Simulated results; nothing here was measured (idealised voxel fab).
process module | voxel released beams
cross-section cut | 145 nm wide | cells 5 nm
A cross-section is a grid of square cells, given in bands from the top down. A band is one or more rows of cells.
Each band's line starts with the height of the band's top and of its bottom, in nm. Then come its materials from left to right, each with its width in nm. One material with "throughout" fills the band from edge to edge. "air" is empty space.
Height 0 is the level under which the wafer as received is all one material. The lowest band goes on downwards, as in "0 down".
A width such as "30 to 40" changes by the same amount from each row of cells to the next, from the band's top row to its bottom row.
"no change" after a step means that no cell of the cross-section changed.
closed voids: empty space of 8 cells or more with no open way to the top, each as width x height at its distance from the left edge, in nm
after a step's settings: what the simulator itself notes on the step
overlay nm, on a step with a mask: how far to the right of its planned place the mask lay; to the left if negative
plan
1 op RECEIVE | material Si
2 op CONFORMAL_DEP | material Al2O3 | thk nm 5
3 op DIRECTIONAL_DEP | material SiO2 | thk nm 15
4 op DIRECTIONAL_DEP | material aC | thk nm 10
5 op PATTERN | tone open | mask id ANCHOR | material resist | width nm 30 | thk nm 30 | overlay nm 0
6 op DIRECTIONAL_ETCH | etch materials aC | depth nm 10
7 op STRIP | etch materials resist
8 op DIRECTIONAL_ETCH | etch materials SiO2 | depth nm 15
9 op STRIP | etch materials aC
10 op CONFORMAL_DEP | material SiN | thk nm 10
11 op DIRECTIONAL_DEP | material aC | thk nm 5
12 op PATTERN | tone cover | mask id BEAM | material resist | width nm 90 | thk nm 35 | overlay nm 0
13 op DIRECTIONAL_ETCH | etch materials aC | depth nm 15
14 op STRIP | etch materials resist
15 op DIRECTIONAL_ETCH | etch materials SiN | depth nm 10
16 op STRIP | etch materials aC
17 op STRIP | etch materials SiO2
varied across the wafers: thk nm of step 11. The plan shows the first wafer's value. All wafers start alike
first wafer as received, after step 1
  0 down: Si throughout
  closed voids: none
first wafer at the end, after step 17
  30 to 20: air 25 | SiN 15 | air 10 | SiN 65 | air 30
  20 to 15: air 30 | SiN 10 | air 10 | SiN 10 | air 85
  15 to 5: air 30 | SiN 30 | air 85
  5 to 0: Al2O3 throughout
  0 down: Si throughout
  closed voids: none
last wafer at the end
  30 to 20: SiN 40 | air 10 | SiN 95
  20 to 15: SiO2 30 | SiN 10 | air 10 | SiN 10 | SiO2 85
  15 to 5: SiO2 30 | SiN 30 | SiO2 85
  5 to 0: Al2O3 throughout
  0 down: Si throughout
  closed voids: none
each wafer at the end: cells of each material gained (+) or lost (-) since it was received, then its closed voids
thk nm 5 | +29 Al2O3 | +48 SiN | closed voids: none
thk nm 10 | +29 Al2O3 | +48 SiN | closed voids: none
thk nm 15 | +29 Al2O3 | +48 SiN | closed voids: none
thk nm 20 | +29 Al2O3 | +70 SiN | +69 SiO2 | closed voids: none
thk nm 25 | +29 Al2O3 | +70 SiN | +69 SiO2 | closed voids: none
thk nm 30 | +29 Al2O3 | +70 SiN | +69 SiO2 | closed voids: none
